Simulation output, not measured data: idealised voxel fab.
This is a process module. Its name is voxel gate over fins.
Cross-section cut spans 250 nm and uses square cells 5 nm in size.
How to read a cross-section here: the picture is a grid of square cells, written as bands going from the top down, and any band can span one or more rows of cells. The entry gives the band's vertical extent as a top height and a bottom height in nm, then its horizontal make-up as materials from left to right, each with a width in nm. "blank" stands for empty space; a single material marked "full width" fills the band edge to edge. The level at which height equals 0 is the one under which the wafer, as it arrives, is entirely one material. No lower edge exists for the bottom band, which continues downward and is notated as in "0 and below". Per-row width for "30->40": begins at first number (top row of band), ends at second number (bottom row), increment between rows held constant. You'll sometimes find "no modification" written for a step, and that's the way of saying that nowhere in the cross-section did a cell change during that step. Each empty space that has no open way to the top and spans at least 8 cells appears under "Trapped voids" as width x height at distance, the distance counted from the left edge, all in nm. That trailing text on a step's line, after the settings, is the simulator's own remark on the step. overlay nm: for a step with a mask, the amount by which the mask lay right of where it was planned; a negative amount means left of it. Pairs follow: section before one process step, section after it down to the lowest changed band, step with settings underneath. Pairs may come from different runs of this module on the same starting wafer; continuity with the pair above only as stated in the "Pre-step condition" entry.

**Pre-step condition**
  0 and below: Si full width
  Trapped voids: none

**Step Result**
  5 down to 0: SiN full width
  below 0: unchanged
  Trapped voids: none
Step between the pre-process and post-process cross-sections given above: CONFORMAL_DEP, material SiN, thk nm 5

Pre-step condition: it's just the after picture from the pair right above this one.

**Step Result**
  20 down to 5: blank 55, then resist 15, then blank 25, then resist 15, then blank 25, then resist 15, then blank 25, then resist 15, then blank 60
  below 5: unchanged
  Trapped voids: none
Step between the pre-process and post-process cross-sections given above: PATTERN, tone cover, mask id FINS, material resist, width nm 15, pitch nm 40, thk nm 15, overlay nm 0

Pre-step condition: it's just the after picture from the pair right above this one.

**Step Result**
  20 down to 5: blank 55, then resist 15, then blank 25, then resist 15, then blank 25, then resist 15, then blank 25, then resist 15, then blank 60
  5 down to 0: blank 55, then SiN 15, then blank 25, then SiN 15, then blank 25, then SiN 15, then blank 25, then SiN 15, then blank 60
  below 0: unchanged
  Trapped voids: none
Step between the pre-process and post-process cross-sections given above: DIRECTIONAL_ETCH, etch materials SiN, depth nm 5

Pre-step condition: it's just the after picture from the pair right above this one.

**Step Result**
  20 down to 5: blank 55, then resist 15, then blank 25, then resist 15, then blank 25, then resist 15, then blank 25, then resist 15, then blank 60
  5 down to 0: blank 55, then SiN 15, then blank 25, then SiN 15, then blank 25, then SiN 15, then blank 25, then SiN 15, then blank 60
  0 down to -35: blank 55, then Si 15, then blank 25, then Si 15, then blank 25, then Si 15, then blank 25, then Si 15, then blank 60
  below -35: unchanged
  Trapped voids: none
Step between the pre-process and post-process cross-sections given above: DIRECTIONAL_ETCH, etch materials Si, depth nm 35

Pre-step condition: it's just the after picture from the pair right above this one.

**Step Result**
  5 down to 0: blank 55, then SiN 15, then blank 25, then SiN 15, then blank 25, then SiN 15, then blank 25, then SiN 15, then blank 60
  below 0: unchanged
  Trapped voids: none
Step between the pre-process and post-process cross-sections given above: STRIP, etch materials resist

Pre-step condition: it's just the after picture from the pair right above this one.

**Step Result**
  20 down to 5: SiO2 full width
  5 down to 0: SiO2 55, then SiN 15, then SiO2 25, then SiN 15, then SiO2 25, then SiN 15, then SiO2 25, then SiN 15, then SiO2 60
  0 down to -35: SiO2 55, then Si 15, then SiO2 25, then Si 15, then SiO2 25, then Si 15, then SiO2 25, then Si 15, then SiO2 60
  below -35: unchanged
  Trapped voids: none
Step between the pre-process and post-process cross-sections given above: FILL_DEP, material SiO2, thk nm 15

Pre-step condition: it's just the after picture from the pair right above this one.

**Step Result**
  5 down to 0: SiO2 55, then SiN 15, then SiO2 25, then SiN 15, then SiO2 25, then SiN 15, then SiO2 25, then SiN 15, then SiO2 60
  below 0: unchanged
  Trapped voids: none
Step between the pre-process and post-process cross-sections given above: CMP, height nm 5

Pre-step condition: it's just the after picture from the pair right above this one.

**Step Result**
  5 down to 0: blank 55, then SiN 15, then blank 25, then SiN 15, then blank 25, then SiN 15, then blank 25, then SiN 15, then blank 60
  0 down to -10: blank 55, then Si 15, then blank 25, then Si 15, then blank 25, then Si 15, then blank 25, then Si 15, then blank 60
  below -10: unchanged
  Trapped voids: none
Step between the pre-process and post-process cross-sections given above: SELECTIVE_ETCH, etch materials SiO2, depth nm 15

Pre-step condition: it's just the after picture from the pair right above this one.

**Step Result**
  0 down to -10: blank 55, then Si 15, then blank 25, then Si 15, then blank 25, then Si 15, then blank 25, then Si 15, then blank 60
  below -10: unchanged
  Trapped voids: none
Step between the pre-process and post-process cross-sections given above: STRIP, etch materials SiN

Pre-step condition: it's just the after picture from the pair right above this one.

**Step Result**
  5 down to 0: blank 50, then HfO2 25, then blank 15, then HfO2 25, then blank 15, then HfO2 25, then blank 15, then HfO2 25, then blank 55
  0 down to -5: blank 50, then HfO2 5, then Si 15, then HfO2 5, then blank 15, then HfO2 5, then Si 15, then HfO2 5, then blank 15, then HfO2 5, then Si 15, then HfO2 5, then blank 15, then HfO2 5, then Si 15, then HfO2 5, then blank 55
  -5 down to -10: HfO2 55, then Si 15, then HfO2 25, then Si 15, then HfO2 25, then Si 15, then HfO2 25, then Si 15, then HfO2 60
  below -10: unchanged
  Trapped voids: none
Step between the pre-process and post-process cross-sections given above: CONFORMAL_DEP, material HfO2, thk nm 5

Pre-step condition: it's just the after picture from the pair right above this one.

**Step Result**
  10 down to 5: blank 45, then TiN 35, then blank 5, then TiN 35, then blank 5, then TiN 35, then blank 5, then TiN 35, then blank 50
  5 down to 0: blank 45, then TiN 5, then HfO2 25, then TiN 5, then blank 5, then TiN 5, then HfO2 25, then TiN 5, then blank 5, then TiN 5, then HfO2 25, then TiN 5, then blank 5, then TiN 5, then HfO2 25, then TiN 5, then blank 50
  0 down to -5: TiN 50, then HfO2 5, then Si 15, then HfO2 5, then TiN 15, then HfO2 5, then Si 15, then HfO2 5, then TiN 15, then HfO2 5, then Si 15, then HfO2 5, then TiN 15, then HfO2 5, then Si 15, then HfO2 5, then TiN 55
  below -5: unchanged
  Trapped voids: none
Step between the pre-process and post-process cross-sections given above: CONFORMAL_DEP, material TiN, thk nm 5

Pre-step condition: it's just the after picture from the pair right above this one.

**Step Result**
  15 down to 10: blank 40, then TiAl 165, then blank 45
  10 down to 5: blank 40, then TiAl 5, then TiN 35, then TiAl 5, then TiN 35, then TiAl 5, then TiN 35, then TiAl 5, then TiN 35, then TiAl 5, then blank 45
  5 down to 0: TiAl 45, then TiN 5, then HfO2 25, then TiN 5, then TiAl 5, then TiN 5, then HfO2 25, then TiN 5, then TiAl 5, then TiN 5, then HfO2 25, then TiN 5, then TiAl 5, then TiN 5, then HfO2 25, then TiN 5, then TiAl 50
  below 0: unchanged
  Trapped voids: none
Step between the pre-process and post-process cross-sections given above: CONFORMAL_DEP, material TiAl, thk nm 5

Pre-step condition: it's just the after picture from the pair right above this one.

**Step Result**
  20 down to 15: blank 35, then TiN 175, then blank 40
  15 down to 10: blank 35, then TiN 5, then TiAl 165, then TiN 5, then blank 40
  10 down to 5: TiN 40, then TiAl 5, then TiN 35, then TiAl 5, then TiN 35, then TiAl 5, then TiN 35, then TiAl 5, then TiN 35, then TiAl 5, then TiN 45
  below 5: unchanged
  Trapped voids: none
Step between the pre-process and post-process cross-sections given above: CONFORMAL_DEP, material TiN, thk nm 5

Pre-step condition: it's just the after picture from the pair right above this one.

**Step Result**
  30 down to 20: W full width
  20 down to 15: W 35, then TiN 175, then W 40
  15 down to 10: W 35, then TiN 5, then TiAl 165, then TiN 5, then W 40
  below 10: unchanged
  Trapped voids: none
Step between the pre-process and post-process cross-sections given above: FILL_DEP, material W, thk nm 10

Pre-step condition: it's just the after picture from the pair right above this one.

**Step Result**
  25 down to 20: W full width
  below 20: unchanged
  Trapped voids: none
Step between the pre-process and post-process cross-sections given above: CMP, height nm 25

Pre-step condition: it's just the after picture from the pair right above this one.

**Step Result**
  35 down to 25: SiN full width
  below 25: unchanged
  Trapped voids: none
Step between the pre-process and post-process cross-sections given above: CONFORMAL_DEP, material SiN, thk nm 10

**Pre-step condition**
  10 down to 5: blank 45, then TiN 35, then blank 5, then TiN 35, then blank 5, then TiN 35, then blank 5, then TiN 35, then blank 50
  5 down to 0: blank 45, then TiN 5, then HfO2 25, then TiN 5, then blank 5, then TiN 5, then HfO2 25, then TiN 5, then blank 5, then TiN 5, then HfO2 25, then TiN 5, then blank 5, then TiN 5, then HfO2 25, then TiN 5, then blank 50
  0 down to -5: TiN 50, then HfO2 5, then Si 15, then HfO2 5, then TiN 15, then HfO2 5, then Si 15, then HfO2 5, then TiN 15, then HfO2 5, then Si 15, then HfO2 5, then TiN 15, then HfO2 5, then Si 15, then HfO2 5, then TiN 55
  -5 down to -10: HfO2 55, then Si 15, then HfO2 25, then Si 15, then HfO2 25, then Si 15, then HfO2 25, then Si 15, then HfO2 60
  -10 down to -35: SiO2 55, then Si 15, then SiO2 25, then Si 15, then SiO2 25, then Si 15, then SiO2 25, then Si 15, then SiO2 60
  -35 and below: Si full width
  Trapped voids: none

**Step Result**
  15 down to 5: blank 40, then TiN 165, then blank 45
  5 down to 0: TiN 50, then HfO2 25, then TiN 15, then HfO2 25, then TiN 15, then HfO2 25, then TiN 15, then HfO2 25, then TiN 55
  below 0: unchanged
  Trapped voids: none
Step between the pre-process and post-process cross-sections given above: CONFORMAL_DEP, material TiN, thk nm 5

Pre-step condition: it's just the after picture from the pair right above this one.

**Step Result**
  25 down to 15: W full width
  15 down to 5: W 40, then TiN 165, then W 45
  below 5: unchanged
  Trapped voids: none
Step between the pre-process and post-process cross-sections given above: FILL_DEP, material W, thk nm 10

Pre-step condition: it's just the after picture from the pair right above this one.

**Step Result**
  35 down to 25: SiN full width
  below 25: unchanged
  Trapped voids: none
Step between the pre-process and post-process cross-sections given above: CONFORMAL_DEP, material SiN, thk nm 10

**Pre-step condition**
  20 down to 5: blank 55, then resist 15, then blank 25, then resist 15, then blank 25, then resist 15, then blank 25, then resist 15, then blank 60
  5 down to 0: blank 55, then SiN 15, then blank 25, then SiN 15, then blank 25, then SiN 15, then blank 25, then SiN 15, then blank 60
  0 down to -35: blank 55, then Si 15, then blank 25, then Si 15, then blank 25, then Si 15, then blank 25, then Si 15, then blank 60
  -35 and below: Si full width
  Trapped voids: none

**Step Result**
  20 down to 5: blank 55, then resist 15, then blank 25, then resist 15, then blank 25, then resist 15, then blank 25, then resist 15, then blank 60
  5 down to 0: blank 55, then SiN 15, then blank 25, then SiN 15, then blank 25, then SiN 15, then blank 25, then SiN 15, then blank 60
  0 down to -70: blank 55, then Si 15, then blank 25, then Si 15, then blank 25, then Si 15, then blank 25, then Si 15, then blank 60
  below -70: unchanged
  Trapped voids: none
Step between the pre-process and post-process cross-sections given above: DIRECTIONAL_ETCH, etch materials Si, depth nm 35

Pre-step condition: it's just the after picture from the pair right above this one.

**Step Result**
  5 down to 0: blank 55, then SiN 15, then blank 25, then SiN 15, then blank 25, then SiN 15, then blank 25, then SiN 15, then blank 60
  below 0: unchanged
  Trapped voids: none
Step between the pre-process and post-process cross-sections given above: STRIP, etch materials resist

Pre-step condition: it's just the after picture from the pair right above this one.

**Step Result**
  20 down to 5: SiO2 full width
  5 down to 0: SiO2 55, then SiN 15, then SiO2 25, then SiN 15, then SiO2 25, then SiN 15, then SiO2 25, then SiN 15, then SiO2 60
  0 down to -70: SiO2 55, then Si 15, then SiO2 25, then Si 15, then SiO2 25, then Si 15, then SiO2 25, then Si 15, then SiO2 60
  below -70: unchanged
  Trapped voids: none
Step between the pre-process and post-process cross-sections given above: FILL_DEP, material SiO2, thk nm 15

Pre-step condition: it's just the after picture from the pair right above this one.

**Step Result**
  5 down to 0: SiO2 55, then SiN 15, then SiO2 25, then SiN 15, then SiO2 25, then SiN 15, then SiO2 25, then SiN 15, then SiO2 60
  below 0: unchanged
  Trapped voids: none
Step between the pre-process and post-process cross-sections given above: CMP, height nm 5

Pre-step condition: it's just the after picture from the pair right above this one.

**Step Result**
  5 down to 0: blank 55, then SiN 15, then blank 25, then SiN 15, then blank 25, then SiN 15, then blank 25, then SiN 15, then blank 60
  0 down to -10: blank 55, then Si 15, then blank 25, then Si 15, then blank 25, then Si 15, then blank 25, then Si 15, then blank 60
  below -10: unchanged
  Trapped voids: none
Step between the pre-process and post-process cross-sections given above: SELECTIVE_ETCH, etch materials SiO2, depth nm 15

Pre-step condition: it's just the after picture from the pair right above this one.

**Step Result**
  0 down to -10: blank 55, then Si 15, then blank 25, then Si 15, then blank 25, then Si 15, then blank 25, then Si 15, then blank 60
  below -10: unchanged
  Trapped voids: none
Step between the pre-process and post-process cross-sections given above: STRIP, etch materials SiN

Pre-step condition: it's just the after picture from the pair right above this one.

**Step Result**
  5 down to 0: blank 50, then HfO2 25, then blank 15, then HfO2 25, then blank 15, then HfO2 25, then blank 15, then HfO2 25, then blank 55
  0 down to -5: blank 50, then HfO2 5, then Si 15, then HfO2 5, then blank 15, then HfO2 5, then Si 15, then HfO2 5, then blank 15, then HfO2 5, then Si 15, then HfO2 5, then blank 15, then HfO2 5, then Si 15, then HfO2 5, then blank 55
  -5 down to -10: HfO2 55, then Si 15, then HfO2 25, then Si 15, then HfO2 25, then Si 15, then HfO2 25, then Si 15, then HfO2 60
  below -10: unchanged
  Trapped voids: none
Step between the pre-process and post-process cross-sections given above: CONFORMAL_DEP, material HfO2, thk nm 5

Pre-step condition: it's just the after picture from the pair right above this one.

**Step Result**
  10 down to 5: blank 45, then TiN 35, then blank 5, then TiN 35, then blank 5, then TiN 35, then blank 5, then TiN 35, then blank 50
  5 down to 0: blank 45, then TiN 5, then HfO2 25, then TiN 5, then blank 5, then TiN 5, then HfO2 25, then TiN 5, then blank 5, then TiN 5, then HfO2 25, then TiN 5, then blank 5, then TiN 5, then HfO2 25, then TiN 5, then blank 50
  0 down to -5: TiN 50, then HfO2 5, then Si 15, then HfO2 5, then TiN 15, then HfO2 5, then Si 15, then HfO2 5, then TiN 15, then HfO2 5, then Si 15, then HfO2 5, then TiN 15, then HfO2 5, then Si 15, then HfO2 5, then TiN 55
  below -5: unchanged
  Trapped voids: none
Step between the pre-process and post-process cross-sections given above: CONFORMAL_DEP, material TiN, thk nm 5

Pre-step condition: it's just the after picture from the pair right above this one.

**Step Result**
  15 down to 10: blank 40, then TiAl 165, then blank 45
  10 down to 5: blank 40, then TiAl 5, then TiN 35, then TiAl 5, then TiN 35, then TiAl 5, then TiN 35, then TiAl 5, then TiN 35, then TiAl 5, then blank 45
  5 down to 0: TiAl 45, then TiN 5, then HfO2 25, then TiN 5, then TiAl 5, then TiN 5, then HfO2 25, then TiN 5, then TiAl 5, then TiN 5, then HfO2 25, then TiN 5, then TiAl 5, then TiN 5, then HfO2 25, then TiN 5, then TiAl 50
  below 0: unchanged
  Trapped voids: none
Step between the pre-process and post-process cross-sections given above: CONFORMAL_DEP, material TiAl, thk nm 5

Pre-step condition: it's just the after picture from the pair right above this one.

**Step Result**
  20 down to 15: blank 35, then TiN 175, then blank 40
  15 down to 10: blank 35, then TiN 5, then TiAl 165, then TiN 5, then blank 40
  10 down to 5: TiN 40, then TiAl 5, then TiN 35, then TiAl 5, then TiN 35, then TiAl 5, then TiN 35, then TiAl 5, then TiN 35, then TiAl 5, then TiN 45
  below 5: unchanged
  Trapped voids: none
Step between the pre-process and post-process cross-sections given above: CONFORMAL_DEP, material TiN, thk nm 5

Pre-step condition: it's just the after picture from the pair right above this one.

**Step Result**
  30 down to 20: W full width
  20 down to 15: W 35, then TiN 175, then W 40
  15 down to 10: W 35, then TiN 5, then TiAl 165, then TiN 5, then W 40
  below 10: unchanged
  Trapped voids: none
Step between the pre-process and post-process cross-sections given above: FILL_DEP, material W, thk nm 10

Pre-step condition: it's just the after picture from the pair right above this one.

**Step Result**
  25 down to 20: W full width
  below 20: unchanged
  Trapped voids: none
Step between the pre-process and post-process cross-sections given above: CMP, height nm 25

Pre-step condition: it's just the after picture from the pair right above this one.

**Step Result**
  35 down to 25: SiN full width
  below 25: unchanged
  Trapped voids: none
Step between the pre-process and post-process cross-sections given above: CONFORMAL_DEP, material SiN, thk nm 10

**Pre-step condition**
  0 down to -10: blank 55, then Si 15, then blank 25, then Si 15, then blank 25, then Si 15, then blank 25, then Si 15, then blank 60
  -10 down to -35: SiO2 55, then Si 15, then SiO2 25, then Si 15, then SiO2 25, then Si 15, then SiO2 25, then Si 15, then SiO2 60
  -35 and below: Si full width
  Trapped voids: none

**Step Result**
  5 down to 0: blank 50, then TiN 25, then blank 15, then TiN 25, then blank 15, then TiN 25, then blank 15, then TiN 25, then blank 55
  0 down to -5: blank 50, then TiN 5, then Si 15, then TiN 5, then blank 15, then TiN 5, then Si 15, then TiN 5, then blank 15, then TiN 5, then Si 15, then TiN 5, then blank 15, then TiN 5, then Si 15, then TiN 5, then blank 55
  -5 down to -10: TiN 55, then Si 15, then TiN 25, then Si 15, then TiN 25, then Si 15, then TiN 25, then Si 15, then TiN 60
  below -10: unchanged
  Trapped voids: none
Step between the pre-process and post-process cross-sections given above: CONFORMAL_DEP, material TiN, thk nm 5

Pre-step condition: it's just the after picture from the pair right above this one.

**Step Result**
  10 down to 5: blank 45, then HfO2 35, then blank 5, then HfO2 35, then blank 5, then HfO2 35, then blank 5, then HfO2 35, then blank 50
  5 down to 0: blank 45, then HfO2 5, then TiN 25, then HfO2 5, then blank 5, then HfO2 5, then TiN 25, then HfO2 5, then blank 5, then HfO2 5, then TiN 25, then HfO2 5, then blank 5, then HfO2 5, then TiN 25, then HfO2 5, then blank 50
  0 down to -5: HfO2 50, then TiN 5, then Si 15, then TiN 5, then HfO2 15, then TiN 5, then Si 15, then TiN 5, then HfO2 15, then TiN 5, then Si 15, then TiN 5, then HfO2 15, then TiN 5, then Si 15, then TiN 5, then HfO2 55
  below -5: unchanged
  Trapped voids: none
Step between the pre-process and post-process cross-sections given above: CONFORMAL_DEP, material HfO2, thk nm 5

Pre-step condition: it's just the after picture from the pair right above this one.

**Step Result**
  15 down to 10: blank 40, then TiAl 165, then blank 45
  10 down to 5: blank 40, then TiAl 5, then HfO2 35, then TiAl 5, then HfO2 35, then TiAl 5, then HfO2 35, then TiAl 5, then HfO2 35, then TiAl 5, then blank 45
  5 down to 0: TiAl 45, then HfO2 5, then TiN 25, then HfO2 5, then TiAl 5, then HfO2 5, then TiN 25, then HfO2 5, then TiAl 5, then HfO2 5, then TiN 25, then HfO2 5, then TiAl 5, then HfO2 5, then TiN 25, then HfO2 5, then TiAl 50
  below 0: unchanged
  Trapped voids: none
Step between the pre-process and post-process cross-sections given above: CONFORMAL_DEP, material TiAl, thk nm 5

Pre-step condition: it's just the after picture from the pair right above this one.

**Step Result**
  20 down to 15: blank 35, then TiN 175, then blank 40
  15 down to 10: blank 35, then TiN 5, then TiAl 165, then TiN 5, then blank 40
  10 down to 5: TiN 40, then TiAl 5, then HfO2 35, then TiAl 5, then HfO2 35, then TiAl 5, then HfO2 35, then TiAl 5, then HfO2 35, then TiAl 5, then TiN 45
  below 5: unchanged
  Trapped voids: none
Step between the pre-process and post-process cross-sections given above: CONFORMAL_DEP, material TiN, thk nm 5

Pre-step condition: it's just the after picture from the pair right above this one.

**Step Result**
  30 down to 20: W full width
  20 down to 15: W 35, then TiN 175, then W 40
  15 down to 10: W 35, then TiN 5, then TiAl 165, then TiN 5, then W 40
  below 10: unchanged
  Trapped voids: none
Step between the pre-process and post-process cross-sections given above: FILL_DEP, material W, thk nm 10

Pre-step condition: it's just the after picture from the pair right above this one.

**Step Result**
  25 down to 20: W full width
  below 20: unchanged
  Trapped voids: none
Step between the pre-process and post-process cross-sections given above: CMP, height nm 25

Pre-step condition: it's just the after picture from the pair right above this one.

**Step Result**
  35 down to 25: SiN full width
  below 25: unchanged
  Trapped voids: none
Step between the pre-process and post-process cross-sections given above: CONFORMAL_DEP, material SiN, thk nm 10

**Pre-step condition**
  20 down to 5: blank 55, then resist 15, then blank 25, then resist 15, then blank 25, then resist 15, then blank 25, then resist 15, then blank 60
  5 down to 0: blank 55, then SiN 15, then blank 25, then SiN 15, then blank 25, then SiN 15, then blank 25, then SiN 15, then blank 60
  0 and below: Si full width
  Trapped voids: none

**Step Result**
  20 down to 5: blank 55, then resist 15, then blank 25, then resist 15, then blank 25, then resist 15, then blank 25, then resist 15, then blank 60
  5 down to 0: blank 55, then SiN 15, then blank 25, then SiN 15, then blank 25, then SiN 15, then blank 25, then SiN 15, then blank 60
  0 down to -40: blank 55, then Si 15, then blank 25, then Si 15, then blank 25, then Si 15, then blank 25, then Si 15, then blank 60
  below -40: unchanged
  Trapped voids: none
Step between the pre-process and post-process cross-sections given above: DIRECTIONAL_ETCH, etch materials Si, depth nm 40

Pre-step condition: it's just the after picture from the pair right above this one.

**Step Result**
  5 down to 0: blank 55, then SiN 15, then blank 25, then SiN 15, then blank 25, then SiN 15, then blank 25, then SiN 15, then blank 60
  below 0: unchanged
  Trapped voids: none
Step between the pre-process and post-process cross-sections given above: STRIP, etch materials resist

Pre-step condition: it's just the after picture from the pair right above this one.

**Step Result**
  20 down to 5: SiO2 full width
  5 down to 0: SiO2 55, then SiN 15, then SiO2 25, then SiN 15, then SiO2 25, then SiN 15, then SiO2 25, then SiN 15, then SiO2 60
  0 down to -40: SiO2 55, then Si 15, then SiO2 25, then Si 15, then SiO2 25, then Si 15, then SiO2 25, then Si 15, then SiO2 60
  below -40: unchanged
  Trapped voids: none
Step between the pre-process and post-process cross-sections given above: FILL_DEP, material SiO2, thk nm 15

Pre-step condition: it's just the after picture from the pair right above this one.

**Step Result**
  5 down to 0: SiO2 55, then SiN 15, then SiO2 25, then SiN 15, then SiO2 25, then SiN 15, then SiO2 25, then SiN 15, then SiO2 60
  below 0: unchanged
  Trapped voids: none
Step between the pre-process and post-process cross-sections given above: CMP, height nm 5

Pre-step condition: it's just the after picture from the pair right above this one.

**Step Result**
  5 down to 0: blank 55, then SiN 15, then blank 25, then SiN 15, then blank 25, then SiN 15, then blank 25, then SiN 15, then blank 60
  0 down to -10: blank 55, then Si 15, then blank 25, then Si 15, then blank 25, then Si 15, then blank 25, then Si 15, then blank 60
  below -10: unchanged
  Trapped voids: none
Step between the pre-process and post-process cross-sections given above: SELECTIVE_ETCH, etch materials SiO2, depth nm 15

Pre-step condition: it's just the after picture from the pair right above this one.

**Step Result**
  0 down to -10: blank 55, then Si 15, then blank 25, then Si 15, then blank 25, then Si 15, then blank 25, then Si 15, then blank 60
  below -10: unchanged
  Trapped voids: none
Step between the pre-process and post-process cross-sections given above: STRIP, etch materials SiN

Pre-step condition: it's just the after picture from the pair right above this one.

**Step Result**
  5 down to 0: blank 50, then HfO2 25, then blank 15, then HfO2 25, then blank 15, then HfO2 25, then blank 15, then HfO2 25, then blank 55
  0 down to -5: blank 50, then HfO2 5, then Si 15, then HfO2 5, then blank 15, then HfO2 5, then Si 15, then HfO2 5, then blank 15, then HfO2 5, then Si 15, then HfO2 5, then blank 15, then HfO2 5, then Si 15, then HfO2 5, then blank 55
  -5 down to -10: HfO2 55, then Si 15, then HfO2 25, then Si 15, then HfO2 25, then Si 15, then HfO2 25, then Si 15, then HfO2 60
  below -10: unchanged
  Trapped voids: none
Step between the pre-process and post-process cross-sections given above: CONFORMAL_DEP, material HfO2, thk nm 5

Pre-step condition: it's just the after picture from the pair right above this one.

**Step Result**
  10 down to 5: blank 45, then TiN 35, then blank 5, then TiN 35, then blank 5, then TiN 35, then blank 5, then TiN 35, then blank 50
  5 down to 0: blank 45, then TiN 5, then HfO2 25, then TiN 5, then blank 5, then TiN 5, then HfO2 25, then TiN 5, then blank 5, then TiN 5, then HfO2 25, then TiN 5, then blank 5, then TiN 5, then HfO2 25, then TiN 5, then blank 50
  0 down to -5: TiN 50, then HfO2 5, then Si 15, then HfO2 5, then TiN 15, then HfO2 5, then Si 15, then HfO2 5, then TiN 15, then HfO2 5, then Si 15, then HfO2 5, then TiN 15, then HfO2 5, then Si 15, then HfO2 5, then TiN 55
  below -5: unchanged
  Trapped voids: none
Step between the pre-process and post-process cross-sections given above: CONFORMAL_DEP, material TiN, thk nm 5

Pre-step condition: it's just the after picture from the pair right above this one.

**Step Result**
  15 down to 10: blank 40, then TiAl 165, then blank 45
  10 down to 5: blank 40, then TiAl 5, then TiN 35, then TiAl 5, then TiN 35, then TiAl 5, then TiN 35, then TiAl 5, then TiN 35, then TiAl 5, then blank 45
  5 down to 0: TiAl 45, then TiN 5, then HfO2 25, then TiN 5, then TiAl 5, then TiN 5, then HfO2 25, then TiN 5, then TiAl 5, then TiN 5, then HfO2 25, then TiN 5, then TiAl 5, then TiN 5, then HfO2 25, then TiN 5, then TiAl 50
  below 0: unchanged
  Trapped voids: none
Step between the pre-process and post-process cross-sections given above: CONFORMAL_DEP, material TiAl, thk nm 5

Pre-step condition: it's just the after picture from the pair right above this one.

**Step Result**
  20 down to 15: blank 35, then TiN 175, then blank 40
  15 down to 10: blank 35, then TiN 5, then TiAl 165, then TiN 5, then blank 40
  10 down to 5: TiN 40, then TiAl 5, then TiN 35, then TiAl 5, then TiN 35, then TiAl 5, then TiN 35, then TiAl 5, then TiN 35, then TiAl 5, then TiN 45
  below 5: unchanged
  Trapped voids: none
Step between the pre-process and post-process cross-sections given above: CONFORMAL_DEP, material TiN, thk nm 5

Pre-step condition: it's just the after picture from the pair right above this one.

**Step Result**
  30 down to 20: W full width
  20 down to 15: W 35, then TiN 175, then W 40
  15 down to 10: W 35, then TiN 5, then TiAl 165, then TiN 5, then W 40
  below 10: unchanged
  Trapped voids: none
Step between the pre-process and post-process cross-sections given above: FILL_DEP, material W, thk nm 10

Pre-step condition: it's just the after picture from the pair right above this one.

**Step Result**
  25 down to 20: W full width
  below 20: unchanged
  Trapped voids: none
Step between the pre-process and post-process cross-sections given above: CMP, height nm 25

Pre-step condition: it's just the after picture from the pair right above this one.

**Step Result**
  35 down to 25: SiN full width
  below 25: unchanged
  Trapped voids: none
Step between the pre-process and post-process cross-sections given above: CONFORMAL_DEP, material SiN, thk nm 10

**Pre-step condition**
  5 down to 0: SiN full width
  0 and below: Si full width
  Trapped voids: none

**Step Result**
  20 down to 5: blank 50, then resist 25, then blank 15, then resist 25, then blank 15, then resist 25, then blank 15, then resist 25, then blank 55
  below 5: unchanged
  Trapped voids: none
Step between the pre-process and post-process cross-sections given above: PATTERN, tone cover, mask id FINS, material resist, width nm 25, pitch nm 40, thk nm 15, overlay nm 0

Pre-step condition: it's just the after picture from the pair right above this one.

**Step Result**
  20 down to 5: blank 50, then resist 25, then blank 15, then resist 25, then blank 15, then resist 25, then blank 15, then resist 25, then blank 55
  5 down to 0: blank 50, then SiN 25, then blank 15, then SiN 25, then blank 15, then SiN 25, then blank 15, then SiN 25, then blank 55
  below 0: unchanged
  Trapped voids: none
Step between the pre-process and post-process cross-sections given above: DIRECTIONAL_ETCH, etch materials SiN, depth nm 5

Pre-step condition: it's just the after picture from the pair right above this one.

**Step Result**
  20 down to 5: blank 50, then resist 25, then blank 15, then resist 25, then blank 15, then resist 25, then blank 15, then resist 25, then blank 55
  5 down to 0: blank 50, then SiN 25, then blank 15, then SiN 25, then blank 15, then SiN 25, then blank 15, then SiN 25, then blank 55
  0 down to -35: blank 50, then Si 25, then blank 15, then Si 25, then blank 15, then Si 25, then blank 15, then Si 25, then blank 55
  below -35: unchanged
  Trapped voids: none
Step between the pre-process and post-process cross-sections given above: DIRECTIONAL_ETCH, etch materials Si, depth nm 35

Pre-step condition: it's just the after picture from the pair right above this one.

**Step Result**
  5 down to 0: blank 50, then SiN 25, then blank 15, then SiN 25, then blank 15, then SiN 25, then blank 15, then SiN 25, then blank 55
  below 0: unchanged
  Trapped voids: none
Step between the pre-process and post-process cross-sections given above: STRIP, etch materials resist

Pre-step condition: it's just the after picture from the pair right above this one.

**Step Result**
  20 down to 5: SiO2 full width
  5 down to 0: SiO2 50, then SiN 25, then SiO2 15, then SiN 25, then SiO2 15, then SiN 25, then SiO2 15, then SiN 25, then SiO2 55
  0 down to -35: SiO2 50, then Si 25, then SiO2 15, then Si 25, then SiO2 15, then Si 25, then SiO2 15, then Si 25, then SiO2 55
  below -35: unchanged
  Trapped voids: none
Step between the pre-process and post-process cross-sections given above: FILL_DEP, material SiO2, thk nm 15

Pre-step condition: it's just the after picture from the pair right above this one.

**Step Result**
  5 down to 0: SiO2 50, then SiN 25, then SiO2 15, then SiN 25, then SiO2 15, then SiN 25, then SiO2 15, then SiN 25, then SiO2 55
  below 0: unchanged
  Trapped voids: none
Step between the pre-process and post-process cross-sections given above: CMP, height nm 5

Pre-step condition: it's just the after picture from the pair right above this one.

**Step Result**
  5 down to 0: blank 50, then SiN 25, then blank 15, then SiN 25, then blank 15, then SiN 25, then blank 15, then SiN 25, then blank 55
  0 down to -10: blank 50, then Si 25, then blank 15, then Si 25, then blank 15, then Si 25, then blank 15, then Si 25, then blank 55
  below -10: unchanged
  Trapped voids: none
Step between the pre-process and post-process cross-sections given above: SELECTIVE_ETCH, etch materials SiO2, depth nm 15

Pre-step condition: it's just the after picture from the pair right above this one.

**Step Result**
  0 down to -10: blank 50, then Si 25, then blank 15, then Si 25, then blank 15, then Si 25, then blank 15, then Si 25, then blank 55
  below -10: unchanged
  Trapped voids: none
Step between the pre-process and post-process cross-sections given above: STRIP, etch materials SiN

Pre-step condition: it's just the after picture from the pair right above this one.

**Step Result**
  5 down to 0: blank 45, then HfO2 35, then blank 5, then HfO2 35, then blank 5, then HfO2 35, then blank 5, then HfO2 35, then blank 50
  0 down to -5: blank 45, then HfO2 5, then Si 25, then HfO2 5, then blank 5, then HfO2 5, then Si 25, then HfO2 5, then blank 5, then HfO2 5, then Si 25, then HfO2 5, then blank 5, then HfO2 5, then Si 25, then HfO2 5, then blank 50
  -5 down to -10: HfO2 50, then Si 25, then HfO2 15, then Si 25, then HfO2 15, then Si 25, then HfO2 15, then Si 25, then HfO2 55
  below -10: unchanged
  Trapped voids: none
Step between the pre-process and post-process cross-sections given above: CONFORMAL_DEP, material HfO2, thk nm 5
